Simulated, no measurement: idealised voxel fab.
The following is a process module called voxel transistor to metal.
Xsec cut, 175 nm wide, square cell size 5 nm.
If you're reading a cross-section in this doc, picture square cells in a grid; it comes to you as bands, top ones listed first down to the bottom, and a band can be one or more rows of cells. Each band's line starts with the height of the band's top and of its bottom, in nm. Then come its materials from left to right, each with its width in nm. One material with "edge to edge" fills the band from edge to edge. "empty" is empty space. For the purposes of this specification, 0 denotes the height below which the wafer in its as-received condition is composed wholly of one material, and the lowermost band, lacking a lower limit, extends downward without end, as expressed in "from 0 down". A width given as "30 to 40" starts at the first number in the band's top row and ends at the second number in its bottom row, shifting by an equal amount at every step from row to row. You'll sometimes find "remained the same" written for a step, and that's the way of saying that nowhere in the cross-section did a cell change during that step. Entry "Voids, sealed" = empty spaces >= 8 cells with no open way to the top; each as width x height at distance, distance from left edge, all nm. Whatever follows a step's settings on its line is a remark the simulator itself makes about that step. overlay nm: for a step with a mask, the amount by which the mask lay right of where it was planned; a negative amount means left of it. Each pair below shows a cross-section before one step and the cross-section after it, down to the lowest band that changed. The line under each pair gives the step between them, with its settings. The pairs can come from different runs of this module on the same starting wafer, so a pair continues from the pair above only where its "State before step" says so.

[State before step]
* from 25 to 10 | SiO2 edge to edge
* from 10 to 0 | SiO2 40 nm | SiN 95 nm | SiO2 40 nm
* from 0 to -5 | SiO2 edge to edge
* from -5 to -35 | SiO2 45 nm | Si 85 nm | SiO2 45 nm
* from -35 down | Si edge to edge
* Voids, sealed: none

[State After Step]
* from 10 to 0 | SiO2 40 nm | SiN 95 nm | SiO2 40 nm
* below 0: unchanged
* Voids, sealed: none
The step carried out between the cross-section before it and the cross-section after it, both shown above, is CMP [height nm 10]

State before step: per the after cross-section of the pair just above.

[State After Step]
* from 10 to 5 | empty 40 nm | SiN 95 nm | empty 40 nm
* below 5: unchanged
* Voids, sealed: none
The step carried out between the cross-section before it and the cross-section after it, both shown above, is SELECTIVE_ETCH [etch materials SiO2] [depth nm 5]

State before step: per the after cross-section of the pair just above.

[State After Step]
* from 5 to 0 | SiO2 40 nm | empty 95 nm | SiO2 40 nm
* below 0: unchanged
* Voids, sealed: none
The step carried out between the cross-section before it and the cross-section after it, both shown above, is STRIP [etch materials SiN]

State before step: per the after cross-section of the pair just above.

[State After Step]
* from 0 to -5 | SiO2 35 nm | empty 105 nm | SiO2 35 nm
* below -5: unchanged
* Voids, sealed: none
The step carried out between the cross-section before it and the cross-section after it, both shown above, is SELECTIVE_ETCH [etch materials SiO2] [depth nm 5]

State before step: per the after cross-section of the pair just above.

[State After Step]
* from 0 to -5 | SiO2 35 nm | empty 105 nm | SiO2 35 nm
* from -5 to -10 | SiO2 edge to edge
* below -10: unchanged
* Voids, sealed: none
The step carried out between the cross-section before it and the cross-section after it, both shown above, is OXIDIZE [depth nm 5]

State before step: per the after cross-section of the pair just above.

[State After Step]
* from 20 to 15 | polySi 35 nm | empty 105 nm | polySi 35 nm
* from 15 to 0 | polySi edge to edge
* from 0 to -5 | SiO2 35 nm | polySi 105 nm | SiO2 35 nm
* below -5: unchanged
* Voids, sealed: none
The step carried out between the cross-section before it and the cross-section after it, both shown above, is DIRECTIONAL_DEP [material polySi] [thk nm 20]

State before step: per the after cross-section of the pair just above.

[State After Step]
* from 30 to 25 | SiCN 35 nm | empty 105 nm | SiCN 35 nm
* from 25 to 20 | SiCN edge to edge
* from 20 to 15 | polySi 35 nm | SiCN 105 nm | polySi 35 nm
* below 15: unchanged
* Voids, sealed: none
The step carried out between the cross-section before it and the cross-section after it, both shown above, is DIRECTIONAL_DEP [material SiCN] [thk nm 10]

State before step: per the after cross-section of the pair just above.

[State After Step]
* from 25 to 20 | empty 75 nm | SiCN 25 nm | empty 75 nm
* from 20 to 15 | polySi 35 nm | empty 40 nm | SiCN 25 nm | empty 40 nm | polySi 35 nm
* below 15: unchanged
* Voids, sealed: none
The step carried out between the cross-section before it and the cross-section after it, both shown above, is MASKED_ETCH [tone cover] [mask id GATE] [width nm 25] [etch materials SiCN] [depth nm 20] [overlay nm 0]

State before step: per the after cross-section of the pair just above.

[State After Step]
* from 25 to 15 | empty 75 nm | SiCN 25 nm | empty 75 nm
* from 15 to 0 | empty 75 nm | polySi 25 nm | empty 75 nm
* from 0 to -5 | SiO2 35 nm | empty 40 nm | polySi 25 nm | empty 40 nm | SiO2 35 nm
* below -5: unchanged
* Voids, sealed: none
The step carried out between the cross-section before it and the cross-section after it, both shown above, is MASKED_ETCH [tone cover] [mask id GATE] [width nm 25] [etch materials polySi] [depth nm 30] [overlay nm 0]

State before step: per the after cross-section of the pair just above.

[State After Step]
* from 30 to 25 | empty 70 nm | SiO2 35 nm | empty 70 nm
* from 25 to 15 | empty 70 nm | SiO2 5 nm | SiCN 25 nm | SiO2 5 nm | empty 70 nm
* from 15 to 5 | empty 70 nm | SiO2 5 nm | polySi 25 nm | SiO2 5 nm | empty 70 nm
* from 5 to 0 | SiO2 40 nm | empty 30 nm | SiO2 5 nm | polySi 25 nm | SiO2 5 nm | empty 30 nm | SiO2 40 nm
* from 0 to -5 | SiO2 75 nm | polySi 25 nm | SiO2 75 nm
* below -5: unchanged
* Voids, sealed: none
The step carried out between the cross-section before it and the cross-section after it, both shown above, is CONFORMAL_DEP [material SiO2] [thk nm 5]

State before step: per the after cross-section of the pair just above.

[State After Step]
* from 25 to 15 | empty 70 nm | SiO2 5 nm | SiCN 25 nm | SiO2 5 nm | empty 70 nm
* from 15 to 0 | empty 70 nm | SiO2 5 nm | polySi 25 nm | SiO2 5 nm | empty 70 nm
* from 0 to -5 | SiO2 40 nm | empty 30 nm | SiO2 5 nm | polySi 25 nm | SiO2 5 nm | empty 30 nm | SiO2 40 nm
* below -5: unchanged
* Voids, sealed: none
The step carried out between the cross-section before it and the cross-section after it, both shown above, is DIRECTIONAL_ETCH [etch materials SiO2] [depth nm 5]

State before step: per the after cross-section of the pair just above.

[State After Step]
* from 35 to 25 | empty 60 nm | SiN 55 nm | empty 60 nm
* from 25 to 15 | empty 60 nm | SiN 10 nm | SiO2 5 nm | SiCN 25 nm | SiO2 5 nm | SiN 10 nm | empty 60 nm
* from 15 to 10 | empty 60 nm | SiN 10 nm | SiO2 5 nm | polySi 25 nm | SiO2 5 nm | SiN 10 nm | empty 60 nm
* from 10 to 5 | SiN 50 nm | empty 10 nm | SiN 10 nm | SiO2 5 nm | polySi 25 nm | SiO2 5 nm | SiN 10 nm | empty 10 nm | SiN 50 nm
* from 5 to 0 | SiN 70 nm | SiO2 5 nm | polySi 25 nm | SiO2 5 nm | SiN 70 nm
* from 0 to -5 | SiO2 40 nm | SiN 30 nm | SiO2 5 nm | polySi 25 nm | SiO2 5 nm | SiN 30 nm | SiO2 40 nm
* below -5: unchanged
* Voids, sealed: none
The step carried out between the cross-section before it and the cross-section after it, both shown above, is CONFORMAL_DEP [material SiN] [thk nm 10]

State before step: per the after cross-section of the pair just above.

[State After Step]
* from 25 to 15 | empty 60 nm | SiN 10 nm | SiO2 5 nm | SiCN 25 nm | SiO2 5 nm | SiN 10 nm | empty 60 nm
* from 15 to 0 | empty 60 nm | SiN 10 nm | SiO2 5 nm | polySi 25 nm | SiO2 5 nm | SiN 10 nm | empty 60 nm
* from 0 to -5 | SiO2 40 nm | SiN 10 nm | empty 10 nm | SiN 10 nm | SiO2 5 nm | polySi 25 nm | SiO2 5 nm | SiN 10 nm | empty 10 nm | SiN 10 nm | SiO2 40 nm
* below -5: unchanged
* Voids, sealed: none
The step carried out between the cross-section before it and the cross-section after it, both shown above, is DIRECTIONAL_ETCH [etch materials SiN] [depth nm 10]

State before step: per the after cross-section of the pair just above.

[State After Step]
* from 25 to 20 | empty 60 nm | SiN 10 nm | empty 5 nm | SiCN 25 nm | empty 5 nm | SiN 10 nm | empty 60 nm
* from 20 to 15 | empty 60 nm | SiN 10 nm | SiO2 5 nm | SiCN 25 nm | SiO2 5 nm | SiN 10 nm | empty 60 nm
* from 15 to 0 | empty 60 nm | SiN 10 nm | SiO2 5 nm | polySi 25 nm | SiO2 5 nm | SiN 10 nm | empty 60 nm
* from 0 to -5 | empty 40 nm | SiN 10 nm | empty 10 nm | SiN 10 nm | SiO2 5 nm | polySi 25 nm | SiO2 5 nm | SiN 10 nm | empty 10 nm | SiN 10 nm | empty 40 nm
* from -5 to -10 | SiO2 50 nm | empty 10 nm | SiO2 55 nm | empty 10 nm | SiO2 50 nm
* below -10: unchanged
* Voids, sealed: none
The step carried out between the cross-section before it and the cross-section after it, both shown above, is DIRECTIONAL_ETCH [etch materials SiO2] [depth nm 5]

State before step: per the after cross-section of the pair just above.

[State After Step]
* from 25 to 20 | empty 60 nm | SiN 10 nm | empty 5 nm | SiCN 25 nm | empty 5 nm | SiN 10 nm | empty 60 nm
* from 20 to 15 | empty 60 nm | SiN 10 nm | SiO2 5 nm | SiCN 25 nm | SiO2 5 nm | SiN 10 nm | empty 60 nm
* from 15 to 0 | empty 60 nm | SiN 10 nm | SiO2 5 nm | polySi 25 nm | SiO2 5 nm | SiN 10 nm | empty 60 nm
* from 0 to -5 | empty 40 nm | SiN 10 nm | empty 10 nm | SiN 10 nm | SiO2 5 nm | polySi 25 nm | SiO2 5 nm | SiN 10 nm | empty 10 nm | SiN 10 nm | empty 40 nm
* from -5 to -10 | SiO2 50 nm | empty 10 nm | SiO2 55 nm | empty 10 nm | SiO2 50 nm
* from -10 to -25 | SiO2 45 nm | Si 5 nm | empty 10 nm | Si 55 nm | empty 10 nm | Si 5 nm | SiO2 45 nm
* below -25: unchanged
* Voids, sealed: none
The step carried out between the cross-section before it and the cross-section after it, both shown above, is DIRECTIONAL_ETCH [etch materials Si] [depth nm 15]

State before step: per the after cross-section of the pair just above.

[State After Step]
* from 25 to 20 | empty 60 nm | SiN 10 nm | empty 5 nm | SiCN 25 nm | empty 5 nm | SiN 10 nm | empty 60 nm
* from 20 to 15 | empty 60 nm | SiN 10 nm | SiO2 5 nm | SiCN 25 nm | SiO2 5 nm | SiN 10 nm | empty 60 nm
* from 15 to 5 | empty 60 nm | SiN 10 nm | SiO2 5 nm | polySi 25 nm | SiO2 5 nm | SiN 10 nm | empty 60 nm
* from 5 to 0 | empty 45 nm | nSi 15 nm | SiN 10 nm | SiO2 5 nm | polySi 25 nm | SiO2 5 nm | SiN 10 nm | nSi 15 nm | empty 45 nm
* from 0 to -5 | empty 40 nm | SiN 10 nm | nSi 10 nm | SiN 10 nm | SiO2 5 nm | polySi 25 nm | SiO2 5 nm | SiN 10 nm | nSi 10 nm | SiN 10 nm | empty 40 nm
* from -5 to -10 | SiO2 50 nm | nSi 10 nm | SiO2 55 nm | nSi 10 nm | SiO2 50 nm
* from -10 to -25 | SiO2 45 nm | Si 5 nm | nSi 10 nm | Si 55 nm | nSi 10 nm | Si 5 nm | SiO2 45 nm
* below -25: unchanged
* Voids, sealed: none
The step carried out between the cross-section before it and the cross-section after it, both shown above, is EPI [material nSi] [thk nm 15]

State before step: per the after cross-section of the pair just above.

[State After Step]
* from 30 to 25 | SiO2 edge to edge
* from 25 to 15 | SiO2 60 nm | SiN 10 nm | SiO2 5 nm | SiCN 25 nm | SiO2 5 nm | SiN 10 nm | SiO2 60 nm
* from 15 to 5 | SiO2 60 nm | SiN 10 nm | SiO2 5 nm | polySi 25 nm | SiO2 5 nm | SiN 10 nm | SiO2 60 nm
* from 5 to 0 | SiO2 45 nm | nSi 15 nm | SiN 10 nm | SiO2 5 nm | polySi 25 nm | SiO2 5 nm | SiN 10 nm | nSi 15 nm | SiO2 45 nm
* from 0 to -5 | SiO2 40 nm | SiN 10 nm | nSi 10 nm | SiN 10 nm | SiO2 5 nm | polySi 25 nm | SiO2 5 nm | SiN 10 nm | nSi 10 nm | SiN 10 nm | SiO2 40 nm
* below -5: unchanged
* Voids, sealed: none
The step carried out between the cross-section before it and the cross-section after it, both shown above, is FILL_DEP [material SiO2] [thk nm 5]

State before step: per the after cross-section of the pair just above.

[State After Step]
* from 15 to 5 | SiO2 60 nm | SiN 10 nm | SiO2 5 nm | polySi 25 nm | SiO2 5 nm | SiN 10 nm | SiO2 60 nm
* below 5: unchanged
* Voids, sealed: none
The step carried out between the cross-section before it and the cross-section after it, both shown above, is CMP [height nm 15]

State before step: per the after cross-section of the pair just above.

[State After Step]
* from 15 to 5 | SiO2 60 nm | SiN 10 nm | SiO2 5 nm | empty 25 nm | SiO2 5 nm | SiN 10 nm | SiO2 60 nm
* from 5 to 0 | SiO2 45 nm | nSi 15 nm | SiN 10 nm | SiO2 5 nm | empty 25 nm | SiO2 5 nm | SiN 10 nm | nSi 15 nm | SiO2 45 nm
* from 0 to -5 | SiO2 40 nm | SiN 10 nm | nSi 10 nm | SiN 10 nm | SiO2 5 nm | empty 25 nm | SiO2 5 nm | SiN 10 nm | nSi 10 nm | SiN 10 nm | SiO2 40 nm
* below -5: unchanged
* Voids, sealed: none
The step carried out between the cross-section before it and the cross-section after it, both shown above, is STRIP [etch materials polySi]

State before step: per the after cross-section of the pair just above.

[State After Step]
* from 15 to 10 | empty 60 nm | SiN 10 nm | empty 35 nm | SiN 10 nm | empty 60 nm
* from 10 to 5 | SiO2 60 nm | SiN 10 nm | empty 35 nm | SiN 10 nm | SiO2 60 nm
* from 5 to 0 | SiO2 45 nm | nSi 15 nm | SiN 10 nm | empty 35 nm | SiN 10 nm | nSi 15 nm | SiO2 45 nm
* from 0 to -5 | SiO2 40 nm | SiN 10 nm | nSi 10 nm | SiN 10 nm | empty 35 nm | SiN 10 nm | nSi 10 nm | SiN 10 nm | SiO2 40 nm
* from -5 to -10 | SiO2 50 nm | nSi 10 nm | SiO2 10 nm | empty 35 nm | SiO2 10 nm | nSi 10 nm | SiO2 50 nm
* below -10: unchanged
* Voids, sealed: none
The step carried out between the cross-section before it and the cross-section after it, both shown above, is SELECTIVE_ETCH [etch materials SiO2] [depth nm 5]

State before step: per the after cross-section of the pair just above.

[State After Step]
* from 20 to 15 | empty 55 nm | HfO2 20 nm | empty 25 nm | HfO2 20 nm | empty 55 nm
* from 15 to 10 | HfO2 60 nm | SiN 10 nm | HfO2 5 nm | empty 25 nm | HfO2 5 nm | SiN 10 nm | HfO2 60 nm
* from 10 to 5 | SiO2 60 nm | SiN 10 nm | HfO2 5 nm | empty 25 nm | HfO2 5 nm | SiN 10 nm | SiO2 60 nm
* from 5 to 0 | SiO2 45 nm | nSi 15 nm | SiN 10 nm | HfO2 5 nm | empty 25 nm | HfO2 5 nm | SiN 10 nm | nSi 15 nm | SiO2 45 nm
* from 0 to -5 | SiO2 40 nm | SiN 10 nm | nSi 10 nm | SiN 10 nm | HfO2 5 nm | empty 25 nm | HfO2 5 nm | SiN 10 nm | nSi 10 nm | SiN 10 nm | SiO2 40 nm
* from -5 to -10 | SiO2 50 nm | nSi 10 nm | SiO2 10 nm | HfO2 35 nm | SiO2 10 nm | nSi 10 nm | SiO2 50 nm
* below -10: unchanged
* Voids, sealed: none
The step carried out between the cross-section before it and the cross-section after it, both shown above, is CONFORMAL_DEP [material HfO2] [thk nm 5]

State before step: per the after cross-section of the pair just above.

[State After Step]
* from 25 to 20 | empty 50 nm | TiN 30 nm | empty 15 nm | TiN 30 nm | empty 50 nm
* from 20 to 15 | TiN 55 nm | HfO2 20 nm | TiN 5 nm | empty 15 nm | TiN 5 nm | HfO2 20 nm | TiN 55 nm
* from 15 to 10 | HfO2 60 nm | SiN 10 nm | HfO2 5 nm | TiN 5 nm | empty 15 nm | TiN 5 nm | HfO2 5 nm | SiN 10 nm | HfO2 60 nm
* from 10 to 5 | SiO2 60 nm | SiN 10 nm | HfO2 5 nm | TiN 5 nm | empty 15 nm | TiN 5 nm | HfO2 5 nm | SiN 10 nm | SiO2 60 nm
* from 5 to 0 | SiO2 45 nm | nSi 15 nm | SiN 10 nm | HfO2 5 nm | TiN 5 nm | empty 15 nm | TiN 5 nm | HfO2 5 nm | SiN 10 nm | nSi 15 nm | SiO2 45 nm
* from 0 to -5 | SiO2 40 nm | SiN 10 nm | nSi 10 nm | SiN 10 nm | HfO2 5 nm | TiN 25 nm | HfO2 5 nm | SiN 10 nm | nSi 10 nm | SiN 10 nm | SiO2 40 nm
* below -5: unchanged
* Voids, sealed: none
The step carried out between the cross-section before it and the cross-section after it, both shown above, is CONFORMAL_DEP [material TiN] [thk nm 5]

State before step: per the after cross-section of the pair just above.

[State After Step]
* from 35 to 25 | W edge to edge
* from 25 to 20 | W 50 nm | TiN 30 nm | W 15 nm | TiN 30 nm | W 50 nm
* from 20 to 15 | TiN 55 nm | HfO2 20 nm | TiN 5 nm | W 15 nm | TiN 5 nm | HfO2 20 nm | TiN 55 nm
* from 15 to 10 | HfO2 60 nm | SiN 10 nm | HfO2 5 nm | TiN 5 nm | W 15 nm | TiN 5 nm | HfO2 5 nm | SiN 10 nm | HfO2 60 nm
* from 10 to 5 | SiO2 60 nm | SiN 10 nm | HfO2 5 nm | TiN 5 nm | W 15 nm | TiN 5 nm | HfO2 5 nm | SiN 10 nm | SiO2 60 nm
* from 5 to 0 | SiO2 45 nm | nSi 15 nm | SiN 10 nm | HfO2 5 nm | TiN 5 nm | W 15 nm | TiN 5 nm | HfO2 5 nm | SiN 10 nm | nSi 15 nm | SiO2 45 nm
* below 0: unchanged
* Voids, sealed: none
The step carried out between the cross-section before it and the cross-section after it, both shown above, is FILL_DEP [material W] [thk nm 10]

State before step: per the after cross-section of the pair just above.

[State After Step]
* from 10 to 5 | SiO2 60 nm | SiN 10 nm | HfO2 5 nm | TiN 5 nm | W 15 nm | TiN 5 nm | HfO2 5 nm | SiN 10 nm | SiO2 60 nm
* below 5: unchanged
* Voids, sealed: none
The step carried out between the cross-section before it and the cross-section after it, both shown above, is CMP [height nm 10]

State before step: per the after cross-section of the pair just above.

[State After Step]
* from 25 to 10 | SiO2 edge to edge
* below 10: unchanged
* Voids, sealed: none
The step carried out between the cross-section before it and the cross-section after it, both shown above, is DIRECTIONAL_DEP [material SiO2] [thk nm 15]

State before step: per the after cross-section of the pair just above.

[State After Step]
* from 35 to 25 | aC edge to edge
* below 25: unchanged
* Voids, sealed: none
The step carried out between the cross-section before it and the cross-section after it, both shown above, is DIRECTIONAL_DEP [material aC] [thk nm 10]

State before step: per the after cross-section of the pair just above.

[State After Step]
* from 65 to 35 | resist 40 nm | empty 20 nm | resist 55 nm | empty 20 nm | resist 40 nm
* below 35: unchanged
* Voids, sealed: none
The step carried out between the cross-section before it and the cross-section after it, both shown above, is PATTERN [tone open] [mask id CONTACT] [material resist] [width nm 20] [pitch nm 75] [thk nm 30] [overlay nm 0]

State before step: per the after cross-section of the pair just above.

[State After Step]
* from 55 to 35 | resist 40 nm | empty 20 nm | resist 55 nm | empty 20 nm | resist 40 nm
* from 35 to 25 | aC 40 nm | empty 20 nm | aC 55 nm | empty 20 nm | aC 40 nm
* below 25: unchanged
* Voids, sealed: none
The step carried out between the cross-section before it and the cross-section after it, both shown above, is DIRECTIONAL_ETCH [etch materials aC] [depth nm 10]

State before step: per the after cross-section of the pair just above.

[State After Step]
* from 35 to 25 | aC 40 nm | empty 20 nm | aC 55 nm | empty 20 nm | aC 40 nm
* below 25: unchanged
* Voids, sealed: none
The step carried out between the cross-section before it and the cross-section after it, both shown above, is STRIP [etch materials resist]

State before step: per the after cross-section of the pair just above.

[State After Step]
* from 35 to 25 | aC 40 nm | empty 20 nm | aC 55 nm | empty 20 nm | aC 40 nm
* from 25 to 10 | SiO2 40 nm | empty 20 nm | SiO2 55 nm | empty 20 nm | SiO2 40 nm
* from 10 to 5 | SiO2 40 nm | empty 20 nm | SiN 10 nm | HfO2 5 nm | TiN 5 nm | W 15 nm | TiN 5 nm | HfO2 5 nm | SiN 10 nm | empty 20 nm | SiO2 40 nm
* below 5: unchanged
* Voids, sealed: none
The step carried out between the cross-section before it and the cross-section after it, both shown above, is DIRECTIONAL_ETCH [etch materials SiO2] [depth nm 20]

State before step: per the after cross-section of the pair just above.

[State After Step]
* from 25 to 10 | SiO2 40 nm | empty 20 nm | SiO2 55 nm | empty 20 nm | SiO2 40 nm
* below 10: unchanged
* Voids, sealed: none
The step carried out between the cross-section before it and the cross-section after it, both shown above, is STRIP [etch materials aC]

State before step: per the after cross-section of the pair just above.

[State After Step]
* from 30 to 25 | TiN 45 nm | empty 10 nm | TiN 65 nm | empty 10 nm | TiN 45 nm
* from 25 to 10 | SiO2 40 nm | TiN 5 nm | empty 10 nm | TiN 5 nm | SiO2 55 nm | TiN 5 nm | empty 10 nm | TiN 5 nm | SiO2 40 nm
* from 10 to 5 | SiO2 40 nm | TiN 20 nm | SiN 10 nm | HfO2 5 nm | TiN 5 nm | W 15 nm | TiN 5 nm | HfO2 5 nm | SiN 10 nm | TiN 20 nm | SiO2 40 nm
* below 5: unchanged
* Voids, sealed: none
The step carried out between the cross-section before it and the cross-section after it, both shown above, is CONFORMAL_DEP [material TiN] [thk nm 5]

State before step: per the after cross-section of the pair just above.

[State After Step]
* from 40 to 30 | W edge to edge
* from 30 to 25 | TiN 45 nm | W 10 nm | TiN 65 nm | W 10 nm | TiN 45 nm
* from 25 to 10 | SiO2 40 nm | TiN 5 nm | W 10 nm | TiN 5 nm | SiO2 55 nm | TiN 5 nm | W 10 nm | TiN 5 nm | SiO2 40 nm
* below 10: unchanged
* Voids, sealed: none
The step carried out between the cross-section before it and the cross-section after it, both shown above, is FILL_DEP [material W] [thk nm 10]

State before step: per the after cross-section of the pair just above.

[State After Step]
* from 25 to 10 | SiO2 40 nm | TiN 5 nm | W 10 nm | TiN 5 nm | SiO2 55 nm | TiN 5 nm | W 10 nm | TiN 5 nm | SiO2 40 nm
* below 10: unchanged
* Voids, sealed: none
The step carried out between the cross-section before it and the cross-section after it, both shown above, is CMP [height nm 25]

State before step: per the after cross-section of the pair just above.

[State After Step]
* from 30 to 25 | TiN edge to edge
* below 25: unchanged
* Voids, sealed: none
The step carried out between the cross-section before it and the cross-section after it, both shown above, is DIRECTIONAL_DEP [material TiN] [thk nm 5]

State before step: per the after cross-section of the pair just above.

[State After Step]
* from 45 to 30 | W edge to edge
* below 30: unchanged
* Voids, sealed: none
The step carried out between the cross-section before it and the cross-section after it, both shown above, is DIRECTIONAL_DEP [material W] [thk nm 15]

State before step: per the after cross-section of the pair just above.

[State After Step]
* from 65 to 45 | empty 40 nm | resist 20 nm | empty 55 nm | resist 20 nm | empty 40 nm
* below 45: unchanged
* Voids, sealed: none
The step carried out between the cross-section before it and the cross-section after it, both shown above, is PATTERN [tone cover] [mask id METAL_1] [material resist] [width nm 20] [pitch nm 75] [thk nm 20] [overlay nm 0]

State before step: per the after cross-section of the pair just above.

[State After Step]
* from 65 to 45 | empty 40 nm | resist 20 nm | empty 55 nm | resist 20 nm | empty 40 nm
* from 45 to 30 | empty 40 nm | W 20 nm | empty 55 nm | W 20 nm | empty 40 nm
* below 30: unchanged
* Voids, sealed: none
The step carried out between the cross-section before it and the cross-section after it, both shown above, is DIRECTIONAL_ETCH [etch materials W] [depth nm 15]

State before step: per the after cross-section of the pair just above.

[State After Step]
* from 65 to 45 | empty 40 nm | resist 20 nm | empty 55 nm | resist 20 nm | empty 40 nm
* from 45 to 30 | empty 40 nm | W 20 nm | empty 55 nm | W 20 nm | empty 40 nm
* from 30 to 25 | empty 40 nm | TiN 20 nm | empty 55 nm | TiN 20 nm | empty 40 nm
* below 25: unchanged
* Voids, sealed: none
The step carried out between the cross-section before it and the cross-section after it, both shown above, is DIRECTIONAL_ETCH [etch materials TiN] [depth nm 5]

State before step: per the after cross-section of the pair just above.

[State After Step]
* from 45 to 30 | empty 40 nm | W 20 nm | empty 55 nm | W 20 nm | empty 40 nm
* below 30: unchanged
* Voids, sealed: none
The step carried out between the cross-section before it and the cross-section after it, both shown above, is STRIP [etch materials resist]

State before step: per the after cross-section of the pair just above.

[State After Step]
* from 55 to 45 | SiO2 edge to edge
* from 45 to 30 | SiO2 40 nm | W 20 nm | SiO2 55 nm | W 20 nm | SiO2 40 nm
* from 30 to 25 | SiO2 40 nm | TiN 20 nm | SiO2 55 nm | TiN 20 nm | SiO2 40 nm
* below 25: unchanged
* Voids, sealed: none
The step carried out between the cross-section before it and the cross-section after it, both shown above, is FILL_DEP [material SiO2] [thk nm 10]

State before step: per the after cross-section of the pair just above.

[State After Step]
* from 45 to 30 | SiO2 40 nm | W 20 nm | SiO2 55 nm | W 20 nm | SiO2 40 nm
* below 30: unchanged
* Voids, sealed: none
The step carried out between the cross-section before it and the cross-section after it, both shown above, is CMP [height nm 45]

State before step: per the after cross-section of the pair just above.

[State After Step]
* from 50 to 45 | SiCN edge to edge
* below 45: unchanged
* Voids, sealed: none
The step carried out between the cross-section before it and the cross-section after it, both shown above, is CONFORMAL_DEP [material SiCN] [thk nm 5]

State before step: per the after cross-section of the pair just above.

[State After Step]
* from 75 to 50 | SiO2 edge to edge
* below 50: unchanged
* Voids, sealed: none
The step carried out between the cross-section before it and the cross-section after it, both shown above, is DIRECTIONAL_DEP [material SiO2] [thk nm 25]

State before step: per the after cross-section of the pair just above.

[State After Step]
* from 75 to 60 | SiO2 40 nm | empty 20 nm | SiO2 55 nm | empty 20 nm | SiO2 40 nm
* below 60: unchanged
* Voids, sealed: none
The step carried out between the cross-section before it and the cross-section after it, both shown above, is MASKED_ETCH [tone open] [mask id METAL_2] [width nm 20] [pitch nm 75] [etch materials SiO2] [depth nm 15] [overlay nm 0]

State before step: per the after cross-section of the pair just above.

[State After Step]
* from 75 to 60 | SiO2 40 nm | empty 20 nm | SiO2 55 nm | empty 20 nm | SiO2 40 nm
* from 60 to 50 | SiO2 40 nm | empty 15 nm | SiO2 60 nm | empty 15 nm | SiO2 45 nm
* below 50: unchanged
* Voids, sealed: none
The step carried out between the cross-section before it and the cross-section after it, both shown above, is MASKED_ETCH [tone open] [mask id METAL_2_HOLES] [width nm 15] [pitch nm 75] [etch materials SiO2] [depth nm 10] [overlay nm 0]

State before step: per the after cross-section of the pair just above.

[State After Step]
* from 75 to 60 | SiO2 40 nm | empty 20 nm | SiO2 55 nm | empty 20 nm | SiO2 40 nm
* from 60 to 50 | SiO2 40 nm | empty 15 nm | SiO2 60 nm | empty 15 nm | SiO2 45 nm
* from 50 to 45 | SiCN 40 nm | empty 15 nm | SiCN 60 nm | empty 15 nm | SiCN 45 nm
* below 45: unchanged
* Voids, sealed: none
The step carried out between the cross-section before it and the cross-section after it, both shown above, is MASKED_ETCH [tone open] [mask id METAL_2_HOLES] [width nm 15] [pitch nm 75] [etch materials SiCN] [depth nm 5] [overlay nm 0]

State before step: per the after cross-section of the pair just above.

[State After Step]
* from 80 to 75 | TiN 45 nm | empty 10 nm | TiN 65 nm | empty 10 nm | TiN 45 nm
* from 75 to 65 | SiO2 40 nm | TiN 5 nm | empty 10 nm | TiN 5 nm | SiO2 55 nm | TiN 5 nm | empty 10 nm | TiN 5 nm | SiO2 40 nm
* from 65 to 60 | SiO2 40 nm | TiN 5 nm | empty 5 nm | TiN 10 nm | SiO2 55 nm | TiN 5 nm | empty 5 nm | TiN 10 nm | SiO2 40 nm
* from 60 to 50 | SiO2 40 nm | TiN 5 nm | empty 5 nm | TiN 5 nm | SiO2 60 nm | TiN 5 nm | empty 5 nm | TiN 5 nm | SiO2 45 nm
* from 50 to 45 | SiCN 40 nm | TiN 15 nm | SiCN 60 nm | TiN 15 nm | SiCN 45 nm
* below 45: unchanged
* Voids, sealed: none
The step carried out between the cross-section before it and the cross-section after it, both shown above, is CONFORMAL_DEP [material TiN] [thk nm 5]

State before step: per the after cross-section of the pair just above.

[State After Step]
* from 85 to 80 | Cu edge to edge
* from 80 to 75 | TiN 45 nm | Cu 10 nm | TiN 65 nm | Cu 10 nm | TiN 45 nm
* from 75 to 65 | SiO2 40 nm | TiN 5 nm | Cu 10 nm | TiN 5 nm | SiO2 55 nm | TiN 5 nm | Cu 10 nm | TiN 5 nm | SiO2 40 nm
* from 65 to 60 | SiO2 40 nm | TiN 5 nm | Cu 5 nm | TiN 10 nm | SiO2 55 nm | TiN 5 nm | Cu 5 nm | TiN 10 nm | SiO2 40 nm
* from 60 to 50 | SiO2 40 nm | TiN 5 nm | Cu 5 nm | TiN 5 nm | SiO2 60 nm | TiN 5 nm | Cu 5 nm | TiN 5 nm | SiO2 45 nm
* below 50: unchanged
* Voids, sealed: none
The step carried out between the cross-section before it and the cross-section after it, both shown above, is FILL_DEP [material Cu] [thk nm 5]

State before step: per the after cross-section of the pair just above.

[State After Step]
* from 75 to 65 | SiO2 40 nm | TiN 5 nm | Cu 10 nm | TiN 5 nm | SiO2 55 nm | TiN 5 nm | Cu 10 nm | TiN 5 nm | SiO2 40 nm
* below 65: unchanged
* Voids, sealed: none
The step carried out between the cross-section before it and the cross-section after it, both shown above, is CMP [height nm 75]

State before step: per the after cross-section of the pair just above.

[State After Step]
* from 80 to 75 | SiN edge to edge
* below 75: unchanged
* Voids, sealed: none
The step carried out between the cross-section before it and the cross-section after it, both shown above, is CONFORMAL_DEP [material SiN] [thk nm 5]
